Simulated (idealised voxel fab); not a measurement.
This section sets out a process module, namely voxel transistor to metal.
We display cut, a cross-section 270 nm in width whose square cells are each 5 nm.
Notation: cross-section as square-cell grid; stated in bands, top first, going down; one or more cell rows per band.
Heights first: top, then bottom, in nm. Then materials, left to right, each with a width in nm. "edge to edge" on a single material: fills the band edge to edge. "empty": empty space.
Heights from 0 (as-received wafer is one material below). Bottom band endless downward, as "0 down".
Top row gets the first number, bottom row gets the second, and each row in between changes by the same step: that is how a band width like "30->40" works.
Take "same as before" at face value: in the step it is given for, the cross-section changed in none of its cells.
Entry "Enclosed cavity list" = empty spaces >= 8 cells with no open way to the top; each as width x height at distance, distance from left edge, all nm.
That trailing text on a step's line, after the settings, is the simulator's own remark on the step.
overlay nm: step with mask; distance mask lay right of planned place; negative value = left of planned place.
Below is the list of planned process steps:
| 1 | RECEIVE, material Si |
| 2 | OXIDIZE, depth nm 5 |
| 3 | CONFORMAL_DEP, material SiN, thk nm 10 |
| 4 | MASKED_ETCH, tone cover, mask id ACTIVE, width nm 110, pitch nm 130, etch materials SiN, depth nm 10, overlay nm 0 |
| 5 | MASKED_ETCH, tone cover, mask id ACTIVE, width nm 110, pitch nm 130, etch materials SiO2, depth nm 5, overlay nm 0 |
| 6 | MASKED_ETCH, tone cover, mask id ACTIVE, width nm 110, pitch nm 130, etch materials Si, depth nm 20, overlay nm 0 |
| 7 | FILL_DEP, material SiO2, thk nm 5 |
| 8 | CMP, height nm 10 |
| 9 | SELECTIVE_ETCH, etch materials SiO2, depth nm 5 |
| 10 | STRIP, etch materials SiN |
| 11 | SELECTIVE_ETCH, etch materials SiO2, depth nm 5 |
| 12 | OXIDIZE, depth nm 5 |
| 13 | DIRECTIONAL_DEP, material polySi, thk nm 25 |
| 14 | DIRECTIONAL_DEP, material SiCN, thk nm 10 |
| 15 | PATTERN, tone cover, mask id GATE, material resist, width nm 20, pitch nm 130, thk nm 20, overlay nm 0 |
| 16 | DIRECTIONAL_ETCH, etch materials SiCN, depth nm 20 |
| 17 | DIRECTIONAL_ETCH, etch materials polySi, depth nm 35 |
| 18 | STRIP, etch materials resist |
| 19 | CONFORMAL_DEP, material SiN, thk nm 5 |
| 20 | DIRECTIONAL_ETCH, etch materials SiN, depth nm 5 |
| 21 | DIRECTIONAL_ETCH, etch materials SiO2, depth nm 5 |
| 22 | EPI, material SiGe, thk nm 5 |
| 23 | FILL_DEP, material SiO2, thk nm 10 |
| 24 | CMP, height nm 30 |
| 25 | DIRECTIONAL_DEP, material SiO2, thk nm 10 |
| 26 | PATTERN, tone open, mask id CONTACT, material resist, width nm 20, thk nm 20, overlay nm 0 |
| 27 | DIRECTIONAL_ETCH, etch materials SiO2, depth nm 45 |
| 28 | STRIP, etch materials resist |
| 29 | CONFORMAL_DEP, material TiN, thk nm 5 |
| 30 | FILL_DEP, material Ru, thk nm 10 |
| 31 | CMP, height nm 40 |
| 32 | DIRECTIONAL_DEP, material TiN, thk nm 5 |
| 33 | DIRECTIONAL_DEP, material W, thk nm 15 |
| 34 | PATTERN, tone cover, mask id METAL_1, material resist, width nm 20, thk nm 15, overlay nm 0 |
| 35 | DIRECTIONAL_ETCH, etch materials W, depth nm 15 |
| 36 | DIRECTIONAL_ETCH, etch materials TiN, depth nm 5 |
| 37 | STRIP, etch materials resist |
| 38 | CONFORMAL_DEP, material SiN, thk nm 5 |
| 39 | FILL_DEP, material SiO2, thk nm 5 |
| 40 | CMP, height nm 60 |
| 41 | CONFORMAL_DEP, material SiN, thk nm 5 |
Variable across wafers: step 26 width nm (plan value is that of the first wafer; starting state common to all).
Step 1 complete: as-received cross-section of the first of several wafers:
0 down  Si edge to edge
Enclosed cavity list: none
End of module, by wafer: material-by-material cell gain (+) or loss (-) since receipt, then closed voids:
width nm 20, +64 Ru, -138 Si, +16 SiCN, +32 SiGe, +148 SiN, +396 SiO2, +96 TiN, +48 W, +40 polySi, Enclosed cavity list: none
width nm 25, +96 Ru, -138 Si, +16 SiCN, +32 SiGe, +148 SiN, +360 SiO2, +100 TiN, +48 W, +40 polySi, Enclosed cavity list: none
width nm 30, +128 Ru, -138 Si, +16 SiCN, +32 SiGe, +148 SiN, +324 SiO2, +104 TiN, +48 W, +40 polySi, Enclosed cavity list: none
width nm 35, +146 Ru, -138 Si, +16 SiCN, +32 SiGe, +148 SiN, +302 SiO2, +108 TiN, +48 W, +40 polySi, Enclosed cavity list: none
width nm 40, +164 Ru, -138 Si, +16 SiCN, +32 SiGe, +148 SiN, +280 SiO2, +112 TiN, +48 W, +40 polySi, Enclosed cavity list: none
width nm 45, +182 Ru, -138 Si, +16 SiCN, +32 SiGe, +148 SiN, +258 SiO2, +116 TiN, +48 W, +40 polySi, Enclosed cavity list: none
